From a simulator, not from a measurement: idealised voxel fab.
The name of this process module is voxel plated lines.
FYI the section here is cut, 295 nm wide, cells are 5 nm squares.
Cross-sections here: square-cell grids, written as top-down lists of bands, a band being one or more rows of cells. For a band, the entry starts with two heights in nm, that of the top and then that of the bottom, and carries on with the band's materials in order from left to right, each alongside its width in nm; the word "edge to edge" beside a single material means it fills the band edge to edge, and "empty" means empty space. Height reference: 0 = level under which incoming wafer is all one material. Lowest band: no bottom, runs on downward, e.g. "z 0 and below". Per-row width for "30 to 40": begins at first number (top row of band), ends at second number (bottom row), increment between rows held constant. Given "no change occurred" for a step, no cell of the cross-section differs between before and after that step. The label "Closed empty spaces" introduces a list of the empty spaces, 8 cells or larger, that have no open way up to the top; each entry in it reads width x height at distance, where the distance is taken from the left edge and all three are stated in nm. What comes after the settings on a step's line is commentary from the simulator itself on that step. overlay nm: mask offset rightward from planned place, masked step; negative means leftward offset.

**List of planned process steps**
1. RECEIVE (material Si)
2. CONFORMAL_DEP (material SiN; thk nm 5)
3. DIRECTIONAL_DEP (material TiN; thk nm 5)
4. PATTERN (tone open; mask id LINES; material resist; width nm 25; pitch nm 40; thk nm 40; overlay nm 0)
5. EPI (material Ru; thk nm 10)
6. EPI (material Ru; thk nm 5)
7. EPI (material Ru; thk nm 5)
8. STRIP (etch materials resist)
9. DIRECTIONAL_ETCH (etch materials TiN; depth nm 5)
10. CONFORMAL_DEP (material SiN; thk nm 10)

**On the first of the two wafers: run conducted according to plan**

**Cross-section, incoming material, after step 1**
z 0 and below = Si edge to edge
Closed empty spaces: none

**Once step 2 is through, the wafer looks like this in cross-section**
z 5 to 0 = SiN edge to edge
All layers under 0 are left as they were.

**Once step 3 is through, the wafer looks like this in cross-section**
z 10 to 5 = TiN edge to edge
All layers under 5 are left as they were.

**Once step 4 is through, the wafer looks like this in cross-section**
z 50 to 10 = 95 resist  25 empty  15 resist  25 empty  15 resist  25 empty  95 resist
All layers under 10 are left as they were.

**Once step 5 is through, the wafer looks like this in cross-section**
z 50 to 20 = 95 resist  25 empty  15 resist  25 empty  15 resist  25 empty  95 resist
z 20 to 10 = 95 resist  25 Ru  15 resist  25 Ru  15 resist  25 Ru  95 resist
All layers under 10 are left as they were.

**Once step 6 is through, the wafer looks like this in cross-section**
z 50 to 25 = 95 resist  25 empty  15 resist  25 empty  15 resist  25 empty  95 resist
z 25 to 10 = 95 resist  25 Ru  15 resist  25 Ru  15 resist  25 Ru  95 resist
All layers under 10 are left as they were.

**Once step 7 is through, the wafer looks like this in cross-section**
z 50 to 30 = 95 resist  25 empty  15 resist  25 empty  15 resist  25 empty  95 resist
z 30 to 10 = 95 resist  25 Ru  15 resist  25 Ru  15 resist  25 Ru  95 resist
All layers under 10 are left as they were.

**Once step 8 is through, the wafer looks like this in cross-section**
z 30 to 10 = 95 empty  25 Ru  15 empty  25 Ru  15 empty  25 Ru  95 empty
All layers under 10 are left as they were.

**Once step 9 is through, the wafer looks like this in cross-section**
z 30 to 10 = 95 empty  25 Ru  15 empty  25 Ru  15 empty  25 Ru  95 empty
z 10 to 5 = 95 empty  25 TiN  15 empty  25 TiN  15 empty  25 TiN  95 empty
All layers under 5 are left as they were.

**Once step 10 is through, the wafer looks like this in cross-section**
z 40 to 30 = 85 empty  125 SiN  85 empty
z 30 to 15 = 85 empty  10 SiN  25 Ru  15 SiN  25 Ru  15 SiN  25 Ru  10 SiN  85 empty
z 15 to 10 = 95 SiN  25 Ru  15 SiN  25 Ru  15 SiN  25 Ru  95 SiN
z 10 to 5 = 95 SiN  25 TiN  15 SiN  25 TiN  15 SiN  25 TiN  95 SiN
All layers under 5 are left as they were.

**The second wafer was prepared from the same starting point and under the same plan as the first; its processing contained one mistake, and it remains indistinguishable from the first wafer up to and including step 6**

**Look at the second wafer in cross-section at the time step 7 ought to have finished**
z 25 to 10 = 95 empty  25 Ru  15 empty  25 Ru  15 empty  25 Ru  95 empty
All layers under 10 are left as they were.

**Look at the second wafer in cross-section at the time step 8 ought to have finished**
z 30 to 15 = 90 empty  35 Ru  5 empty  35 Ru  5 empty  35 Ru  90 empty
z 15 to 10 = Ru edge to edge
All layers under 10 are left as they were.

Look at the second wafer in cross-section at the time step 9 ought to have finished: no change occurred

**Look at the second wafer in cross-section at the time step 10 ought to have finished**
z 40 to 30 = 80 empty  135 SiN  80 empty
z 30 to 25 = 80 empty  10 SiN  35 Ru  5 SiN  35 Ru  5 SiN  35 Ru  10 SiN  80 empty
z 25 to 15 = 90 SiN  35 Ru  5 SiN  35 Ru  5 SiN  35 Ru  90 SiN
All layers under 15 are left as they were.
Deviation from plan: the executed order of steps 7 and 8 is the reverse of that specified in the plan, each step having taken the other's position
Wafer comparison, final, in cells, second relative to first, materials more or fewer: Ru +62; SiN -32; TiN +44
